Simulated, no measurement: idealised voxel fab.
process module | voxel ribs on slabs
cross-section cut | 270 nm wide | cells 5 nm
A cross-section is a grid of square cells, given in bands from the top down. A band is one or more rows of cells.
Each band's line starts with the height of the band's top and of its bottom, in nm. Then come its materials from left to right, each with its width in nm. One material with "throughout" fills the band from edge to edge. "air" is empty space.
Height 0 is the level under which the wafer as received is all one material. The lowest band goes on downwards, as in "0 down".
A width such as "30 to 40" changes by the same amount from each row of cells to the next, from the band's top row to its bottom row.
"no change" after a step means that no cell of the cross-section changed.
closed voids: empty space of 8 cells or more with no open way to the top, each as width x height at its distance from the left edge, in nm
after a step's settings: what the simulator itself notes on the step
overlay nm, on a step with a mask: how far to the right of its planned place the mask lay; to the left if negative
plan
1 op RECEIVE | material Si
2 op DIRECTIONAL_DEP | material SiO2 | thk nm 20
3 op DIRECTIONAL_DEP | material SiN | thk nm 15
4 op MASKED_ETCH | tone cover | mask id RIB | width nm 15 | etch materials SiN | depth nm 5 | overlay nm 0
5 op DIRECTIONAL_DEP | material aC | thk nm 10
6 op PATTERN | tone cover | mask id SLAB | material resist | width nm 65 | thk nm 30 | overlay nm 0
7 op DIRECTIONAL_ETCH | etch materials aC | depth nm 10
8 op STRIP | etch materials resist
9 op DIRECTIONAL_ETCH | etch materials SiN | depth nm 10
10 op STRIP | etch materials aC
11 op FILL_DEP | material SiO2 | thk nm 20
12 op CMP | height nm 50
13 op DIRECTIONAL_DEP | material W | thk nm 5
14 op PATTERN | tone cover | mask id HEATER | material resist | width nm 25 | thk nm 20 | overlay nm 0
15 op DIRECTIONAL_ETCH | etch materials W | depth nm 5
16 op STRIP | etch materials resist
17 op CONFORMAL_DEP | material SiO2 | thk nm 10
first wafer, as planned
as received, after step 1
  0 down: Si throughout
  closed voids: none
after step 2
  20 to 0: SiO2 throughout
  below 0: unchanged
after step 3
  35 to 20: SiN throughout
  below 20: unchanged
after step 4
  35 to 30: air 125 | SiN 15 | air 130
  below 30: unchanged
after step 5
  45 to 40: air 125 | aC 15 | air 130
  40 to 35: aC throughout
  35 to 30: aC 125 | SiN 15 | aC 130
  below 30: unchanged
after step 6
  75 to 45: air 100 | resist 65 | air 105
  45 to 40: air 100 | resist 25 | aC 15 | resist 25 | air 105
  below 40: unchanged
after step 7
  65 to 45: air 100 | resist 65 | air 105
  45 to 40: air 100 | resist 25 | aC 15 | resist 25 | air 105
  40 to 35: air 100 | aC 65 | air 105
  35 to 30: air 100 | aC 25 | SiN 15 | aC 25 | air 105
  below 30: unchanged
after step 8
  45 to 35: air 125 to 100 | aC 15 to 65 | air 130 to 105
  below 35: unchanged
after step 9
  45 to 35: air 125 to 100 | aC 15 to 65 | air 130 to 105
  35 to 30: air 100 | aC 25 | SiN 15 | aC 25 | air 105
  30 to 20: air 100 | SiN 65 | air 105
  below 20: unchanged
after step 10
  35 to 30: air 125 | SiN 15 | air 130
  below 30: unchanged
after step 11
  55 to 35: SiO2 throughout
  35 to 30: SiO2 125 | SiN 15 | SiO2 130
  30 to 20: SiO2 100 | SiN 65 | SiO2 105
  below 20: unchanged
after step 12
  50 to 35: SiO2 throughout
  below 35: unchanged
after step 13
  55 to 50: W throughout
  below 50: unchanged
after step 14
  75 to 55: air 120 | resist 25 | air 125
  below 55: unchanged
after step 15
  75 to 55: air 120 | resist 25 | air 125
  55 to 50: air 120 | W 25 | air 125
  below 50: unchanged
after step 16
  55 to 50: air 120 | W 25 | air 125
  below 50: unchanged
after step 17
  65 to 60: air 110 | SiO2 45 | air 115
  60 to 55: SiO2 throughout
  55 to 50: SiO2 120 | W 25 | SiO2 125
  below 50: unchanged
second wafer: like start, like plan, one mistake. Through step 1 it matches the first wafer
when step 2 should have ended
  15 to 0: SiN throughout
  below 0: unchanged
when step 3 should have ended
  35 to 15: SiO2 throughout
  below 15: unchanged
when step 4 should have ended: no change
when step 5 should have ended
  45 to 35: aC throughout
  below 35: unchanged
when step 6 should have ended
  75 to 45: air 100 | resist 65 | air 105
  below 45: unchanged
when step 7 should have ended
  65 to 45: air 100 | resist 65 | air 105
  45 to 35: air 100 | aC 65 | air 105
  below 35: unchanged
when step 8 should have ended
  45 to 35: air 100 | aC 65 | air 105
  below 35: unchanged
when step 9 should have ended: no change
when step 10 should have ended
  35 to 15: SiO2 throughout
  below 15: unchanged
when step 11 should have ended
  55 to 15: SiO2 throughout
  below 15: unchanged
when step 12 should have ended
  50 to 15: SiO2 throughout
  below 15: unchanged
when step 13 should have ended
  55 to 50: W throughout
  below 50: unchanged
when step 14 should have ended
  75 to 55: air 120 | resist 25 | air 125
  below 55: unchanged
when step 15 should have ended
  75 to 55: air 120 | resist 25 | air 125
  55 to 50: air 120 | W 25 | air 125
  below 50: unchanged
when step 16 should have ended
  55 to 50: air 120 | W 25 | air 125
  below 50: unchanged
when step 17 should have ended
  65 to 60: air 110 | SiO2 45 | air 115
  60 to 55: SiO2 throughout
  55 to 50: SiO2 120 | W 25 | SiO2 125
  below 50: unchanged
what went wrong: steps 2 and 3 were swapped
at the end the second wafer has, in cells: 133 more of SiN | 133 fewer of SiO2
